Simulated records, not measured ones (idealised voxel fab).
Process module in this document: voxel self aligned contacts
The cross-section on display is named cut; it measures 230 nm wide, and its cells are 5 nm squares.
When this document writes out a cross-section, it uses a grid of square cells and lists it as bands, beginning at the top and moving down, with a band standing for one or more rows of cells.
Band: top and bottom heights (nm) first, top before bottom; then materials from left to right, widths in nm. "all across" marks a sole material filling the band edge to edge. "blank" denotes empty space.
For the purposes of this specification, 0 denotes the height below which the wafer in its as-received condition is composed wholly of one material, and the lowermost band, lacking a lower limit, extends downward without end, as expressed in "0 nm and below".
Note: "30 to 40" means the width goes from the first number (top row of the band) to the second number (bottom row) in equal steps per row of cells.
Step marked "nothing changed"? Then no cell in the cross-section changed in it.
Entry "Closed void table" = empty spaces >= 8 cells with no open way to the top; each as width x height at distance, distance from left edge, all nm.
Note: text after step settings on the step line = simulator remark on that step.
overlay nm: step with mask; distance mask lay right of planned place; negative value = left of planned place.

STEPS IN THE PROCESS PLAN
1,RECEIVE | material Si
2,OXIDIZE | depth nm 5
3,DIRECTIONAL_DEP | material polySi | thk nm 30
4,DIRECTIONAL_DEP | material SiN | thk nm 20
5,DIRECTIONAL_DEP | material aC | thk nm 10
6,PATTERN | tone cover | mask id GATE | material resist | width nm 30 | pitch nm 60 | thk nm 25 | overlay nm 0
7,DIRECTIONAL_ETCH | etch materials aC | depth nm 10
8,STRIP | etch materials resist
9,DIRECTIONAL_ETCH | etch materials SiN | depth nm 20
10,DIRECTIONAL_ETCH | etch materials polySi | depth nm 30
11,STRIP | etch materials aC
12,CONFORMAL_DEP | material SiN | thk nm 5
13,DIRECTIONAL_ETCH | etch materials SiN | depth nm 5
14,FILL_DEP | material SiO2 | thk nm 15
15,CMP | height nm 60
16,MASKED_ETCH | tone open | mask id CONTACT | width nm 40 | pitch nm 60 | etch materials SiO2 | depth nm 65 | overlay nm 0
17,CONFORMAL_DEP | material TiN | thk nm 5
18,FILL_DEP | material W | thk nm 10
19,CMP | height nm 60
20,CONFORMAL_DEP | material SiN | thk nm 5

THIS IS THE CROSS-SECTION OF THE WAFER AS WE RECEIVED IT, I.E. AFTER STEP 1
0 nm and below: Si all across
Closed void table: none

A WAFER AT THE END: THIS START, THIS PLAN, ONE MISTAKE
65 nm to 60 nm: SiN all across
60 nm to 50 nm: TiN all across
50 nm to 30 nm: TiN=35 | SiN=40 | TiN=20 | SiN=40 | TiN=20 | SiN=40 | TiN=35
30 nm to 0 nm: TiN=35 | SiN=5 | polySi=30 | SiN=5 | TiN=20 | SiN=5 | polySi=30 | SiN=5 | TiN=20 | SiN=5 | polySi=30 | SiN=5 | TiN=35
0 nm to -5 nm: SiO2 all across
-5 nm and below: Si all across
Closed void table: none
Diagnosis: heads up, step 14 didn't go per plan, it actually ran as FILL_DEP | material TiN | thk nm 15
